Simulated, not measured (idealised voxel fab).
voxel capacitor over wiring: a process module
Square cell edge 5 nm, section width 300 nm, ID cut.
This document writes a cross-section as a grid whose cells are square, and gives it as bands, listed from the top down; one or more rows of cells form a band.
Each band's line starts with the height of the band's top and of its bottom, in nm. Then come its materials from left to right, each with its width in nm. One material with "everywhere" fills the band from edge to edge. "air" is empty space.
A quick word on heights: they are counted from 0, and under that level the wafer as it came to us is one material throughout. The lowest band is different from the rest in having no bottom; it simply continues downward, written as in "0 down".
A two-number width, for instance "30..40", indicates that the width is equal to the first number in the top row of the band and to the second number in the bottom row, and that it changes by a constant amount per row of cells.
Step note "no alterations made" = no cross-section cell changed.
Sealed voids: empty space of 8 cells or more with no open way to the top, each as width x height at its distance from the left edge, in nm
On each step's line, the part that comes after the settings is the simulator's own comment on the step.
overlay nm: how far to the right of its planned place the mask lay on this masked step (negative: to the left).

So here's the lineup of process steps we planned:
1: RECEIVE, material Si
2: CONFORMAL_DEP, material SiO2, thk nm 10
3: DIRECTIONAL_DEP, material TiN, thk nm 5
4: DIRECTIONAL_DEP, material W, thk nm 20
5: DIRECTIONAL_DEP, material aC, thk nm 15
6: PATTERN, tone cover, mask id METAL_1, material resist, width nm 30, pitch nm 95, thk nm 35, overlay nm 0
7: DIRECTIONAL_ETCH, etch materials aC, depth nm 15
8: STRIP, etch materials resist
9: DIRECTIONAL_ETCH, etch materials W, depth nm 20
10: DIRECTIONAL_ETCH, etch materials TiN, depth nm 5
11: STRIP, etch materials aC
12: FILL_DEP, material SiO2, thk nm 5
13: CMP, height nm 35
14: CONFORMAL_DEP, material SiCN, thk nm 5
15: DIRECTIONAL_DEP, material lowk, thk nm 20
16: PATTERN, tone open, mask id PLUG_1, material resist, width nm 15, thk nm 20, overlay nm 0
17: DIRECTIONAL_ETCH, etch materials lowk, depth nm 20
18: DIRECTIONAL_ETCH, etch materials SiCN, depth nm 5
19: STRIP, etch materials resist
20: CONFORMAL_DEP, material TiN, thk nm 5
21: FILL_DEP, material Cu, thk nm 5
22: CMP, height nm 60
23: DIRECTIONAL_DEP, material TiN, thk nm 10
24: DIRECTIONAL_DEP, material HfO2, thk nm 5
25: DIRECTIONAL_DEP, material TiN, thk nm 5
26: PATTERN, tone cover, mask id UPPER_PLATE, material resist, width nm 70, thk nm 20, overlay nm 0
27: DIRECTIONAL_ETCH, etch materials TiN, depth nm 5
28: DIRECTIONAL_ETCH, etch materials HfO2, depth nm 5
29: STRIP, etch materials resist
30: DIRECTIONAL_DEP, material aC, thk nm 15
31: PATTERN, tone cover, mask id LOWER_PLATE, material resist, width nm 80, thk nm 30, overlay nm 0
32: DIRECTIONAL_ETCH, etch materials aC, depth nm 15
33: STRIP, etch materials resist
34: DIRECTIONAL_ETCH, etch materials TiN, depth nm 10
35: STRIP, etch materials aC
36: FILL_DEP, material SiO2, thk nm 15
37: CMP, height nm 90
38: MASKED_ETCH, tone open, mask id PLUG_2, width nm 15, etch materials SiO2, depth nm 10, overlay nm 0
39: CONFORMAL_DEP, material TiN, thk nm 5
40: FILL_DEP, material Ru, thk nm 10
41: CMP, height nm 90
42: CONFORMAL_DEP, material SiN, thk nm 5

So this is the incoming wafer in cross-section - it's already been through step 1:
	0 down | Si everywhere
	Sealed voids: none

The following cross-section depicts the wafer upon conclusion of the module. Processing commenced from the starting condition illustrated above and adhered to the plan illustrated above, save for one mistake in execution:
	95 to 90 | SiN everywhere
	90 to 85 | 110 SiO2, then 5 TiN, then 5 Ru, then 5 TiN, then 175 SiO2
	85 to 80 | 110 SiO2, then 15 TiN, then 175 SiO2
	80 to 75 | SiO2 everywhere
	75 to 70 | 100 SiO2, then 70 TiN, then 130 SiO2
	70 to 60 | 95 SiO2, then 80 TiN, then 125 SiO2
	60 to 40 | 100 lowk, then 5 TiN, then 5 Cu, then 5 TiN, then 185 lowk
	40 to 35 | 100 SiCN, then 15 TiN, then 185 SiCN
	35 to 15 | 85 SiO2, then 30 W, then 65 SiO2, then 30 W, then 90 SiO2
	15 to 10 | 85 SiO2, then 30 TiN, then 65 SiO2, then 30 TiN, then 90 SiO2
	10 to 0 | SiO2 everywhere
	0 down | Si everywhere
	Sealed voids: none
Error vs. plan: with respect to the plan, step 24 was omitted and not executed
